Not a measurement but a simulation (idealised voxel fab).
process module | voxel capacitor over wiring
cross-section cut | 275 nm wide | cells 5 nm
A cross-section is a grid of square cells, given in bands from the top down. A band is one or more rows of cells.
Each band's line starts with the height of the band's top and of its bottom, in nm. Then come its materials from left to right, each with its width in nm. One material with "throughout" fills the band from edge to edge. "air" is empty space.
Height 0 is the level under which the wafer as received is all one material. The lowest band goes on downwards, as in "0 down".
A width such as "30 to 40" changes by the same amount from each row of cells to the next, from the band's top row to its bottom row.
"no change" after a step means that no cell of the cross-section changed.
closed voids: empty space of 8 cells or more with no open way to the top, each as width x height at its distance from the left edge, in nm
after a step's settings: what the simulator itself notes on the step
overlay nm, on a step with a mask: how far to the right of its planned place the mask lay; to the left if negative
plan
1 op RECEIVE | material Si
2 op CONFORMAL_DEP | material SiO2 | thk nm 10
3 op CONFORMAL_DEP | material SiCN | thk nm 5
4 op DIRECTIONAL_DEP | material lowk | thk nm 20
5 op MASKED_ETCH | tone open | mask id METAL_1 | width nm 30 | pitch nm 90 | etch materials lowk | depth nm 20 | overlay nm -15
6 op MASKED_ETCH | tone open | mask id METAL_1 | width nm 30 | pitch nm 90 | etch materials SiCN | depth nm 5 | overlay nm 0
7 op CONFORMAL_DEP | material TiN | thk nm 5
8 op FILL_DEP | material Cu | thk nm 5
9 op CMP | height nm 35
10 op CONFORMAL_DEP | material SiCN | thk nm 5
11 op DIRECTIONAL_DEP | material SiO2 | thk nm 15
12 op PATTERN | tone open | mask id PLUG_1 | material resist | width nm 15 | thk nm 20 | overlay nm 0
13 op DIRECTIONAL_ETCH | etch materials SiO2 | depth nm 15
14 op DIRECTIONAL_ETCH | etch materials SiCN | depth nm 5
15 op STRIP | etch materials resist
16 op CONFORMAL_DEP | material TiN | thk nm 5
17 op FILL_DEP | material Ru | thk nm 10
18 op CMP | height nm 55
19 op DIRECTIONAL_DEP | material TiN | thk nm 5
20 op DIRECTIONAL_DEP | material SiN | thk nm 5
21 op DIRECTIONAL_DEP | material TiN | thk nm 5
22 op MASKED_ETCH | tone cover | mask id UPPER_PLATE | width nm 65 | etch materials TiN | depth nm 5 | overlay nm 0
23 op MASKED_ETCH | tone cover | mask id UPPER_PLATE | width nm 65 | etch materials SiN | depth nm 5 | overlay nm 0
24 op PATTERN | tone cover | mask id LOWER_PLATE | material resist | width nm 75 | thk nm 15 | overlay nm 0
25 op DIRECTIONAL_ETCH | etch materials TiN | depth nm 5
26 op STRIP | etch materials resist
27 op FILL_DEP | material SiO2 | thk nm 20
28 op CMP | height nm 85
29 op MASKED_ETCH | tone open | mask id PLUG_2 | width nm 15 | etch materials SiO2 | depth nm 15 | overlay nm 0
30 op CONFORMAL_DEP | material TiN | thk nm 5
31 op FILL_DEP | material Ru | thk nm 5
32 op CMP | height nm 85
33 op CONFORMAL_DEP | material SiN | thk nm 5
varied across the wafers: overlay nm of step 5. The plan shows the first wafer's value. All wafers start alike
first wafer as received, after step 1
  0 down: Si throughout
  closed voids: none
each wafer at the end: cells of each material gained (+) or lost (-) since it was received, then its closed voids
overlay nm -15 | +26 Cu | +5 Ru | +101 SiCN | +68 SiN | +546 SiO2 | +72 TiN | +172 lowk | closed voids: none
overlay nm -10 | +28 Cu | +5 Ru | +99 SiCN | +68 SiN | +546 SiO2 | +72 TiN | +172 lowk | closed voids: none
overlay nm -5 | +30 Cu | +5 Ru | +97 SiCN | +68 SiN | +546 SiO2 | +72 TiN | +172 lowk | closed voids: none
overlay nm 0 | +32 Cu | +5 Ru | +95 SiCN | +68 SiN | +546 SiO2 | +72 TiN | +172 lowk | closed voids: none
overlay nm 5 | +30 Cu | +5 Ru | +97 SiCN | +68 SiN | +546 SiO2 | +72 TiN | +172 lowk | closed voids: none
overlay nm 10 | +28 Cu | +5 Ru | +99 SiCN | +68 SiN | +546 SiO2 | +72 TiN | +172 lowk | closed voids: none
overlay nm 15 | +26 Cu | +5 Ru | +101 SiCN | +68 SiN | +546 SiO2 | +72 TiN | +172 lowk | closed voids: none
